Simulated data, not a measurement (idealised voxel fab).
Documented hereafter: the process module known as voxel ribs on slabs.
The figure presents cross-section cut, which has a width of 140 nm and is divided into square cells with an edge length of 5 nm.
In this document a cross-section is written as a grid of square cells. It is given as a series of bands, listed from the top down, and a band is one or more rows of cells.
Look at the band entry: it leads with the top's height and the bottom's height in nm. Then it lists the materials left to right, with a width in nm for each. The word "all across" on a single material says that material fills the band edge to edge. The word "empty" is empty space.
Basically, 0 is our baseline, since under it the wafer straight out of the box is all one material. The bottom band has no lower end and keeps on going down, so it looks like "0 -> down".
Think of "30..40" as a width that walks from the first number to the second as you go down the band, top row to bottom row, taking equal-sized steps from row to row.
For the purposes of this document, the phrase "changes: none" attached to a step denotes that no cell within the cross-section was modified by that step.
"Closed void table": sealed empty spaces, 8 cells or more, no open way to top, listed width x height at distance, with distance from the left edge and width, height and distance in nm.
after a step's settings: what the simulator itself notes on the step
"overlay nm" answers the question of how far to the right of plan the mask lay on a step that has a mask, and when it is negative the answer is to the left.

[Process steps - plan]
1. RECEIVE with material Si
2. DIRECTIONAL_DEP with material SiO2, thk nm 20
3. DIRECTIONAL_DEP with material polySi, thk nm 15
4. MASKED_ETCH with tone cover, mask id RIB, width nm 15, etch materials polySi, depth nm 10, overlay nm 0
5. MASKED_ETCH with tone cover, mask id SLAB, width nm 45, etch materials polySi, depth nm 5, overlay nm 0
6. FILL_DEP with material SiO2, thk nm 20
7. CMP with height nm 50
8. DIRECTIONAL_DEP with material W, thk nm 5
9. DIRECTIONAL_DEP with material aC, thk nm 10
10. PATTERN with tone cover, mask id HEATER, material resist, width nm 25, thk nm 30, overlay nm 0
11. DIRECTIONAL_ETCH with etch materials aC, depth nm 10
12. STRIP with etch materials resist
13. DIRECTIONAL_ETCH with etch materials W, depth nm 5
14. STRIP with etch materials aC
15. CONFORMAL_DEP with material SiN, thk nm 5

[Incoming wafer in cross-section (state: after step 1)]
* 0 -> down = Si all across
* Closed void table: none

[Starting wafer: above. Plan: above. Run: one mistake. Cross-section after the module: below]
* 60 -> 55 = 50 empty / 35 SiN / 55 empty
* 55 -> 50 = 55 SiN / 25 W / 60 SiN
* 50 -> 35 = SiO2 all across
* 35 -> 25 = 60..45 SiO2 / 15..45 polySi / 65..50 SiO2
* 25 -> 20 = polySi all across
* 20 -> 0 = SiO2 all across
* 0 -> down = Si all across
* Closed void table: none
Deviation from plan: for step 4, the planned setting was not used; the step was instead run as MASKED_ETCH with tone cover, mask id RIB, width nm 15, etch materials polySi, depth nm 5, overlay nm 0
